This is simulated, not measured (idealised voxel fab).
process module | voxel quadruple lines
cross-section cut | 275 nm wide | cells 5 nm
A cross-section is a grid of square cells, given in bands from the top down. A band is one or more rows of cells.
Each band's line starts with the height of the band's top and of its bottom, in nm. Then come its materials from left to right, each with its width in nm. One material with "throughout" fills the band from edge to edge. "air" is empty space.
Height 0 is the level under which the wafer as received is all one material. The lowest band goes on downwards, as in "0 down".
A width such as "30 to 40" changes by the same amount from each row of cells to the next, from the band's top row to its bottom row.
"no change" after a step means that no cell of the cross-section changed.
closed voids: empty space of 8 cells or more with no open way to the top, each as width x height at its distance from the left edge, in nm
after a step's settings: what the simulator itself notes on the step
overlay nm, on a step with a mask: how far to the right of its planned place the mask lay; to the left if negative
plan
1 op RECEIVE | material Si
2 op CONFORMAL_DEP | material SiO2 | thk nm 5
3 op DIRECTIONAL_DEP | material Ru | thk nm 15
4 op DIRECTIONAL_DEP | material polySi | thk nm 20
5 op DIRECTIONAL_DEP | material aC | thk nm 20
6 op PATTERN | tone cover | mask id MANDREL | material resist | width nm 30 | thk nm 30 | overlay nm 0
7 op DIRECTIONAL_ETCH | etch materials aC | depth nm 20
8 op STRIP | etch materials resist
9 op CONFORMAL_DEP | material SiO2 | thk nm 10
10 op DIRECTIONAL_ETCH | etch materials SiO2 | depth nm 10
11 op STRIP | etch materials aC
12 op DIRECTIONAL_ETCH | etch materials polySi | depth nm 20
13 op STRIP | etch materials SiO2
14 op CONFORMAL_DEP | material SiN | thk nm 10
15 op DIRECTIONAL_ETCH | etch materials SiN | depth nm 10
16 op STRIP | etch materials polySi
17 op DIRECTIONAL_ETCH | etch materials Ru | depth nm 15
18 op STRIP | etch materials SiN
first wafer, as planned
as received, after step 1
  0 down: Si throughout
  closed voids: none
after step 2
  5 to 0: SiO2 throughout
  below 0: unchanged
after step 3
  20 to 5: Ru throughout
  below 5: unchanged
after step 4
  40 to 20: polySi throughout
  below 20: unchanged
after step 5
  60 to 40: aC throughout
  below 40: unchanged
after step 6
  90 to 60: air 120 | resist 30 | air 125
  below 60: unchanged
after step 7
  70 to 60: air 120 | resist 30 | air 125
  60 to 40: air 120 | aC 30 | air 125
  below 40: unchanged
after step 8
  60 to 40: air 120 | aC 30 | air 125
  below 40: unchanged
after step 9
  70 to 60: air 110 | SiO2 50 | air 115
  60 to 50: air 110 | SiO2 10 | aC 30 | SiO2 10 | air 115
  50 to 40: SiO2 120 | aC 30 | SiO2 125
  below 40: unchanged
after step 10
  60 to 40: air 110 | SiO2 10 | aC 30 | SiO2 10 | air 115
  below 40: unchanged
after step 11
  60 to 40: air 110 | SiO2 10 | air 30 | SiO2 10 | air 115
  below 40: unchanged
after step 12
  60 to 40: air 110 | SiO2 10 | air 30 | SiO2 10 | air 115
  40 to 20: air 110 | polySi 10 | air 30 | polySi 10 | air 115
  below 20: unchanged
after step 13
  40 to 20: air 110 | polySi 10 | air 30 | polySi 10 | air 115
  below 20: unchanged
after step 14
  50 to 40: air 100 | SiN 30 | air 10 | SiN 30 | air 105
  40 to 30: air 100 | SiN 10 | polySi 10 | SiN 10 | air 10 | SiN 10 | polySi 10 | SiN 10 | air 105
  30 to 20: SiN 110 | polySi 10 | SiN 30 | polySi 10 | SiN 115
  below 20: unchanged
after step 15
  40 to 20: air 100 | SiN 10 | polySi 10 | SiN 10 | air 10 | SiN 10 | polySi 10 | SiN 10 | air 105
  below 20: unchanged
after step 16
  40 to 20: air 100 | SiN 10 | air 10 | SiN 10 | air 10 | SiN 10 | air 10 | SiN 10 | air 105
  below 20: unchanged
after step 17
  40 to 20: air 100 | SiN 10 | air 10 | SiN 10 | air 10 | SiN 10 | air 10 | SiN 10 | air 105
  20 to 5: air 100 | Ru 10 | air 10 | Ru 10 | air 10 | Ru 10 | air 10 | Ru 10 | air 105
  below 5: unchanged
after step 18
  20 to 5: air 100 | Ru 10 | air 10 | Ru 10 | air 10 | Ru 10 | air 10 | Ru 10 | air 105
  below 5: unchanged
second wafer: like start, like plan, one mistake. Through step 5 it matches the first wafer
when step 6 should have ended
  90 to 60: resist 120 | air 30 | resist 125
  below 60: unchanged
when step 7 should have ended
  70 to 60: resist 120 | air 30 | resist 125
  60 to 40: aC 120 | air 30 | aC 125
  below 40: unchanged
when step 8 should have ended
  60 to 40: aC 120 | air 30 | aC 125
  below 40: unchanged
when step 9 should have ended
  70 to 60: SiO2 130 | air 10 | SiO2 135
  60 to 50: aC 120 | SiO2 10 | air 10 | SiO2 10 | aC 125
  50 to 40: aC 120 | SiO2 30 | aC 125
  below 40: unchanged
when step 10 should have ended
  60 to 40: aC 120 | SiO2 10 | air 10 | SiO2 10 | aC 125
  below 40: unchanged
when step 11 should have ended
  60 to 40: air 120 | SiO2 10 | air 10 | SiO2 10 | air 125
  below 40: unchanged
when step 12 should have ended
  60 to 40: air 120 | SiO2 10 | air 10 | SiO2 10 | air 125
  40 to 20: air 120 | polySi 10 | air 10 | polySi 10 | air 125
  below 20: unchanged
when step 13 should have ended
  40 to 20: air 120 | polySi 10 | air 10 | polySi 10 | air 125
  below 20: unchanged
when step 14 should have ended
  50 to 40: air 110 | SiN 50 | air 115
  40 to 30: air 110 | SiN 10 | polySi 10 | SiN 10 | polySi 10 | SiN 10 | air 115
  30 to 20: SiN 120 | polySi 10 | SiN 10 | polySi 10 | SiN 125
  below 20: unchanged
when step 15 should have ended
  40 to 20: air 110 | SiN 10 | polySi 10 | SiN 10 | polySi 10 | SiN 10 | air 115
  below 20: unchanged
when step 16 should have ended
  40 to 20: air 110 | SiN 10 | air 10 | SiN 10 | air 10 | SiN 10 | air 115
  below 20: unchanged
when step 17 should have ended
  40 to 20: air 110 | SiN 10 | air 10 | SiN 10 | air 10 | SiN 10 | air 115
  20 to 5: air 110 | Ru 10 | air 10 | Ru 10 | air 10 | Ru 10 | air 115
  below 5: unchanged
when step 18 should have ended
  20 to 5: air 110 | Ru 10 | air 10 | Ru 10 | air 10 | Ru 10 | air 115
  below 5: unchanged
what went wrong: step 6 ran as: op PATTERN | tone open | mask id MANDREL | material resist | width nm 30 | thk nm 30 | overlay nm 0
at the end the second wafer has, in cells: 6 fewer of Ru
